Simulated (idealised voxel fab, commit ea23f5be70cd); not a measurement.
A process module follows: voxel double patterning.
Xsec cut, 255 nm wide, square cell size 5 nm.
In what follows, cross-sections appear as grids of square cells, described through bands that run from the top down, where every band is one or more rows of cells. Look at the band entry: it leads with the top's height and the bottom's height in nm. Then it lists the materials left to right, with a width in nm for each. The word "edge to edge" on a single material says that material fills the band edge to edge. The word "empty" is empty space. We count height from 0. Below that, the starting wafer is all one material. The lowest band never ends at the bottom but goes on down; see "z 0 and below" for how that is written. Graded width ("30->40"): value in top row of band = first number; value in bottom row = second number; row-to-row change constant. No cell of the cross-section changed in a step that is given as "identical to before". Listed in "Trapped voids": every empty space of 8 or more cells without an open way to the top. Form: width x height at distance, the distance being from the left edge, all in nm. Heads up: the bit after the settings on a step's line is the simulator's remark on that step. When a step includes a mask, the "overlay nm" setting on its line states how far to the right of its planned place that mask lay, and negative values state how far to the left.

-- Set out below are the planned steps of the process
1,RECEIVE [material Si]
2,CONFORMAL_DEP [material SiO2] [thk nm 10]
3,DIRECTIONAL_DEP [material W] [thk nm 15]
4,DIRECTIONAL_DEP [material SiCN] [thk nm 5]
5,DIRECTIONAL_DEP [material aC] [thk nm 15]
6,PATTERN [tone open] [mask id FIRST] [material resist] [width nm 15] [pitch nm 50] [thk nm 30] [overlay nm 0]
7,DIRECTIONAL_ETCH [etch materials aC] [depth nm 15]
8,STRIP [etch materials resist]
9,DIRECTIONAL_ETCH [etch materials SiCN] [depth nm 5]
10,STRIP [etch materials aC]
11,PATTERN [tone open] [mask id SECOND] [material resist] [width nm 15] [pitch nm 50] [thk nm 15] [overlay nm 0]
12,DIRECTIONAL_ETCH [etch materials SiCN] [depth nm 5]
13,STRIP [etch materials resist]
14,DIRECTIONAL_ETCH [etch materials W] [depth nm 15]
15,STRIP [etch materials SiCN]

-- Run as planned: first of two wafers

-- So this is the incoming wafer in cross-section - it's already been through step 1
	z 0 and below | Si edge to edge
	Trapped voids: none

-- You're looking at a cross-section of the wafer after step 2
	z 10 to 0 | SiO2 edge to edge
	Everything below 0 is unchanged.

-- You're looking at a cross-section of the wafer after step 3
	z 25 to 10 | W edge to edge
	Everything below 10 is unchanged.

-- You're looking at a cross-section of the wafer after step 4
	z 30 to 25 | SiCN edge to edge
	Everything below 25 is unchanged.

-- You're looking at a cross-section of the wafer after step 5
	z 45 to 30 | aC edge to edge
	Everything below 30 is unchanged.

-- You're looking at a cross-section of the wafer after step 6
	z 75 to 45 | resist 70 nm | empty 15 nm | resist 35 nm | empty 15 nm | resist 35 nm | empty 15 nm | resist 70 nm
	Everything below 45 is unchanged.

-- You're looking at a cross-section of the wafer after step 7
	z 60 to 45 | resist 70 nm | empty 15 nm | resist 35 nm | empty 15 nm | resist 35 nm | empty 15 nm | resist 70 nm
	z 45 to 30 | aC 70 nm | empty 15 nm | aC 35 nm | empty 15 nm | aC 35 nm | empty 15 nm | aC 70 nm
	Everything below 30 is unchanged.

-- You're looking at a cross-section of the wafer after step 8
	z 45 to 30 | aC 70 nm | empty 15 nm | aC 35 nm | empty 15 nm | aC 35 nm | empty 15 nm | aC 70 nm
	Everything below 30 is unchanged.

-- You're looking at a cross-section of the wafer after step 9
	z 45 to 30 | aC 70 nm | empty 15 nm | aC 35 nm | empty 15 nm | aC 35 nm | empty 15 nm | aC 70 nm
	z 30 to 25 | SiCN 70 nm | empty 15 nm | SiCN 35 nm | empty 15 nm | SiCN 35 nm | empty 15 nm | SiCN 70 nm
	Everything below 25 is unchanged.

-- You're looking at a cross-section of the wafer after step 10
	z 30 to 25 | SiCN 70 nm | empty 15 nm | SiCN 35 nm | empty 15 nm | SiCN 35 nm | empty 15 nm | SiCN 70 nm
	Everything below 25 is unchanged.

-- You're looking at a cross-section of the wafer after step 11
	z 45 to 30 | resist 95 nm | empty 15 nm | resist 35 nm | empty 15 nm | resist 95 nm
	z 30 to 25 | SiCN 70 nm | resist 15 nm | SiCN 35 nm | resist 15 nm | SiCN 35 nm | resist 15 nm | SiCN 70 nm
	Everything below 25 is unchanged.

-- You're looking at a cross-section of the wafer after step 12
	z 45 to 30 | resist 95 nm | empty 15 nm | resist 35 nm | empty 15 nm | resist 95 nm
	z 30 to 25 | SiCN 70 nm | resist 15 nm | SiCN 10 nm | empty 15 nm | SiCN 10 nm | resist 15 nm | SiCN 10 nm | empty 15 nm | SiCN 10 nm | resist 15 nm | SiCN 70 nm
	Everything below 25 is unchanged.

-- You're looking at a cross-section of the wafer after step 13
	z 30 to 25 | SiCN 70 nm | empty 15 nm | SiCN 10 nm | empty 15 nm | SiCN 10 nm | empty 15 nm | SiCN 10 nm | empty 15 nm | SiCN 10 nm | empty 15 nm | SiCN 70 nm
	Everything below 25 is unchanged.

-- You're looking at a cross-section of the wafer after step 14
	z 30 to 25 | SiCN 70 nm | empty 15 nm | SiCN 10 nm | empty 15 nm | SiCN 10 nm | empty 15 nm | SiCN 10 nm | empty 15 nm | SiCN 10 nm | empty 15 nm | SiCN 70 nm
	z 25 to 10 | W 70 nm | empty 15 nm | W 10 nm | empty 15 nm | W 10 nm | empty 15 nm | W 10 nm | empty 15 nm | W 10 nm | empty 15 nm | W 70 nm
	Everything below 10 is unchanged.

-- You're looking at a cross-section of the wafer after step 15
	z 25 to 10 | W 70 nm | empty 15 nm | W 10 nm | empty 15 nm | W 10 nm | empty 15 nm | W 10 nm | empty 15 nm | W 10 nm | empty 15 nm | W 70 nm
	Everything below 10 is unchanged.

-- What follows concerns the second wafer, which started out like the first and was meant to follow the very same plan; one mistake crept in when it was run, but everything up to and including step 5 is the same as for the first wafer

-- Second wafer cross-section, taken as of the time the plan sets for step 6 to be done
	z 75 to 45 | resist 65 nm | empty 25 nm | resist 25 nm | empty 25 nm | resist 25 nm | empty 25 nm | resist 65 nm
	Everything below 45 is unchanged.

-- Second wafer cross-section, taken as of the time the plan sets for step 7 to be done
	z 60 to 45 | resist 65 nm | empty 25 nm | resist 25 nm | empty 25 nm | resist 25 nm | empty 25 nm | resist 65 nm
	z 45 to 30 | aC 65 nm | empty 25 nm | aC 25 nm | empty 25 nm | aC 25 nm | empty 25 nm | aC 65 nm
	Everything below 30 is unchanged.

-- Second wafer cross-section, taken as of the time the plan sets for step 8 to be done
	z 45 to 30 | aC 65 nm | empty 25 nm | aC 25 nm | empty 25 nm | aC 25 nm | empty 25 nm | aC 65 nm
	Everything below 30 is unchanged.

-- Second wafer cross-section, taken as of the time the plan sets for step 9 to be done
	z 45 to 30 | aC 65 nm | empty 25 nm | aC 25 nm | empty 25 nm | aC 25 nm | empty 25 nm | aC 65 nm
	z 30 to 25 | SiCN 65 nm | empty 25 nm | SiCN 25 nm | empty 25 nm | SiCN 25 nm | empty 25 nm | SiCN 65 nm
	Everything below 25 is unchanged.

-- Second wafer cross-section, taken as of the time the plan sets for step 10 to be done
	z 30 to 25 | SiCN 65 nm | empty 25 nm | SiCN 25 nm | empty 25 nm | SiCN 25 nm | empty 25 nm | SiCN 65 nm
	Everything below 25 is unchanged.

-- Second wafer cross-section, taken as of the time the plan sets for step 11 to be done
	z 45 to 30 | resist 95 nm | empty 15 nm | resist 35 nm | empty 15 nm | resist 95 nm
	z 30 to 25 | SiCN 65 nm | resist 25 nm | SiCN 25 nm | resist 25 nm | SiCN 25 nm | resist 25 nm | SiCN 65 nm
	Everything below 25 is unchanged.

-- Second wafer cross-section, taken as of the time the plan sets for step 12 to be done
	z 45 to 30 | resist 95 nm | empty 15 nm | resist 35 nm | empty 15 nm | resist 95 nm
	z 30 to 25 | SiCN 65 nm | resist 25 nm | SiCN 5 nm | empty 15 nm | SiCN 5 nm | resist 25 nm | SiCN 5 nm | empty 15 nm | SiCN 5 nm | resist 25 nm | SiCN 65 nm
	Everything below 25 is unchanged.

-- Second wafer cross-section, taken as of the time the plan sets for step 13 to be done
	z 30 to 25 | SiCN 65 nm | empty 25 nm | SiCN 5 nm | empty 15 nm | SiCN 5 nm | empty 25 nm | SiCN 5 nm | empty 15 nm | SiCN 5 nm | empty 25 nm | SiCN 65 nm
	Everything below 25 is unchanged.

-- Second wafer cross-section, taken as of the time the plan sets for step 14 to be done
	z 30 to 25 | SiCN 65 nm | empty 25 nm | SiCN 5 nm | empty 15 nm | SiCN 5 nm | empty 25 nm | SiCN 5 nm | empty 15 nm | SiCN 5 nm | empty 25 nm | SiCN 65 nm
	z 25 to 10 | W 65 nm | empty 25 nm | W 5 nm | empty 15 nm | W 5 nm | empty 25 nm | W 5 nm | empty 15 nm | W 5 nm | empty 25 nm | W 65 nm
	Everything below 10 is unchanged.

-- Second wafer cross-section, taken as of the time the plan sets for step 15 to be done
	z 25 to 10 | W 65 nm | empty 25 nm | W 5 nm | empty 15 nm | W 5 nm | empty 25 nm | W 5 nm | empty 15 nm | W 5 nm | empty 25 nm | W 65 nm
	Everything below 10 is unchanged.
Run error: it should be noted that step 6 was executed with settings other than those planned, the operation and settings actually applied being PATTERN [tone open] [mask id FIRST] [material resist] [width nm 25] [pitch nm 50] [thk nm 30] [overlay nm 0]
at the end the second wafer has, in cells: W: 18 fewer
